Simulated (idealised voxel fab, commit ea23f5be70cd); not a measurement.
Documented hereafter: the process module known as voxel double patterning.
Pictured: cross-section cut, 215 nm wide, on a grid of 5 nm square cells.
A cross-section in this document is a grid of square cells, and it is written down as bands, the top band listed before the ones below it; a band is made up of one or more rows of cells.
The entry gives the band's vertical extent as a top height and a bottom height in nm, then its horizontal make-up as materials from left to right, each with a width in nm. "air" stands for empty space; a single material marked "everywhere" fills the band edge to edge.
For the purposes of this specification, 0 denotes the height below which the wafer in its as-received condition is composed wholly of one material, and the lowermost band, lacking a lower limit, extends downward without end, as expressed in "0..down".
Width: "30 to 40" (first number = top row, second number = bottom row, same change from row to row of cells).
For the purposes of this document, the phrase "no modification" attached to a step denotes that no cell within the cross-section was modified by that step.
Reported under the label "Unvented cavities" are the empty spaces having no open way to the top and comprising 8 cells or more; the notation for each is width x height at distance, in which the distance is measured from the left edge and all three values are in nm.
after a step's settings: what the simulator itself notes on the step
overlay nm: how far to the right of its planned place the mask lay on this masked step (negative: to the left).

Steps in the process plan
step 1: RECEIVE (material Si)
step 2: CONFORMAL_DEP (material SiO2; thk nm 5)
step 3: DIRECTIONAL_DEP (material TiN; thk nm 20)
step 4: DIRECTIONAL_DEP (material SiCN; thk nm 5)
step 5: PATTERN (tone open; mask id FIRST; material resist; width nm 15; pitch nm 50; thk nm 15; overlay nm 0)
step 6: DIRECTIONAL_ETCH (etch materials SiCN; depth nm 5)
step 7: STRIP (etch materials resist)
step 8: PATTERN (tone open; mask id SECOND; material resist; width nm 15; thk nm 20; overlay nm 0)
step 9: DIRECTIONAL_ETCH (etch materials SiCN; depth nm 5)
step 10: STRIP (etch materials resist)
step 11: DIRECTIONAL_ETCH (etch materials TiN; depth nm 20)
step 12: STRIP (etch materials SiCN)

Below: the first of two wafers, run as planned

The cross-section here shows the wafer as received, i.e. in its state after step 1
* 0..down | Si everywhere
* Unvented cavities: none

Upon completion of step 2, the wafer appears in cross-section as shown
* 5..0 | SiO2 everywhere
* below 0: unchanged

Upon completion of step 3, the wafer appears in cross-section as shown
* 25..5 | TiN everywhere
* below 5: unchanged

Upon completion of step 4, the wafer appears in cross-section as shown
* 30..25 | SiCN everywhere
* below 25: unchanged

Upon completion of step 5, the wafer appears in cross-section as shown
* 45..30 | 75 resist, then 15 air, then 35 resist, then 15 air, then 75 resist
* below 30: unchanged

Upon completion of step 6, the wafer appears in cross-section as shown
* 45..30 | 75 resist, then 15 air, then 35 resist, then 15 air, then 75 resist
* 30..25 | 75 SiCN, then 15 air, then 35 SiCN, then 15 air, then 75 SiCN
* below 25: unchanged

Upon completion of step 7, the wafer appears in cross-section as shown
* 30..25 | 75 SiCN, then 15 air, then 35 SiCN, then 15 air, then 75 SiCN
* below 25: unchanged

Upon completion of step 8, the wafer appears in cross-section as shown
* 50..30 | 100 resist, then 15 air, then 100 resist
* 30..25 | 75 SiCN, then 15 resist, then 35 SiCN, then 15 resist, then 75 SiCN
* below 25: unchanged

Upon completion of step 9, the wafer appears in cross-section as shown
* 50..30 | 100 resist, then 15 air, then 100 resist
* 30..25 | 75 SiCN, then 15 resist, then 10 SiCN, then 15 air, then 10 SiCN, then 15 resist, then 75 SiCN
* below 25: unchanged

Upon completion of step 10, the wafer appears in cross-section as shown
* 30..25 | 75 SiCN, then 15 air, then 10 SiCN, then 15 air, then 10 SiCN, then 15 air, then 75 SiCN
* below 25: unchanged

Upon completion of step 11, the wafer appears in cross-section as shown
* 30..25 | 75 SiCN, then 15 air, then 10 SiCN, then 15 air, then 10 SiCN, then 15 air, then 75 SiCN
* 25..5 | 75 TiN, then 15 air, then 10 TiN, then 15 air, then 10 TiN, then 15 air, then 75 TiN
* below 5: unchanged

Upon completion of step 12, the wafer appears in cross-section as shown
* 25..5 | 75 TiN, then 15 air, then 10 TiN, then 15 air, then 10 TiN, then 15 air, then 75 TiN
* below 5: unchanged

The second wafer: identical to the first at the outset and in its planned sequence, differing only in that one mistake was made during processing; up to and including step 2, its path is the first wafer's path

Cross-section of the second wafer at the time by which step 3 should have been completed according to the plan
* 45..5 | TiN everywhere
* below 5: unchanged

Cross-section of the second wafer at the time by which step 4 should have been completed according to the plan
* 50..45 | SiCN everywhere
* below 45: unchanged

Cross-section of the second wafer at the time by which step 5 should have been completed according to the plan
* 65..50 | 75 resist, then 15 air, then 35 resist, then 15 air, then 75 resist
* below 50: unchanged

Cross-section of the second wafer at the time by which step 6 should have been completed according to the plan
* 65..50 | 75 resist, then 15 air, then 35 resist, then 15 air, then 75 resist
* 50..45 | 75 SiCN, then 15 air, then 35 SiCN, then 15 air, then 75 SiCN
* below 45: unchanged

Cross-section of the second wafer at the time by which step 7 should have been completed according to the plan
* 50..45 | 75 SiCN, then 15 air, then 35 SiCN, then 15 air, then 75 SiCN
* below 45: unchanged

Cross-section of the second wafer at the time by which step 8 should have been completed according to the plan
* 70..50 | 100 resist, then 15 air, then 100 resist
* 50..45 | 75 SiCN, then 15 resist, then 35 SiCN, then 15 resist, then 75 SiCN
* below 45: unchanged

Cross-section of the second wafer at the time by which step 9 should have been completed according to the plan
* 70..50 | 100 resist, then 15 air, then 100 resist
* 50..45 | 75 SiCN, then 15 resist, then 10 SiCN, then 15 air, then 10 SiCN, then 15 resist, then 75 SiCN
* below 45: unchanged

Cross-section of the second wafer at the time by which step 10 should have been completed according to the plan
* 50..45 | 75 SiCN, then 15 air, then 10 SiCN, then 15 air, then 10 SiCN, then 15 air, then 75 SiCN
* below 45: unchanged

Cross-section of the second wafer at the time by which step 11 should have been completed according to the plan
* 50..45 | 75 SiCN, then 15 air, then 10 SiCN, then 15 air, then 10 SiCN, then 15 air, then 75 SiCN
* 45..25 | 75 TiN, then 15 air, then 10 TiN, then 15 air, then 10 TiN, then 15 air, then 75 TiN
* below 25: unchanged

Cross-section of the second wafer at the time by which step 12 should have been completed according to the plan
* 45..25 | 75 TiN, then 15 air, then 10 TiN, then 15 air, then 10 TiN, then 15 air, then 75 TiN
* below 25: unchanged
Plan not followed: plan step 3 was twice executed
Final cells, second wafer relative to first, materials higher or lower: TiN: 172 more
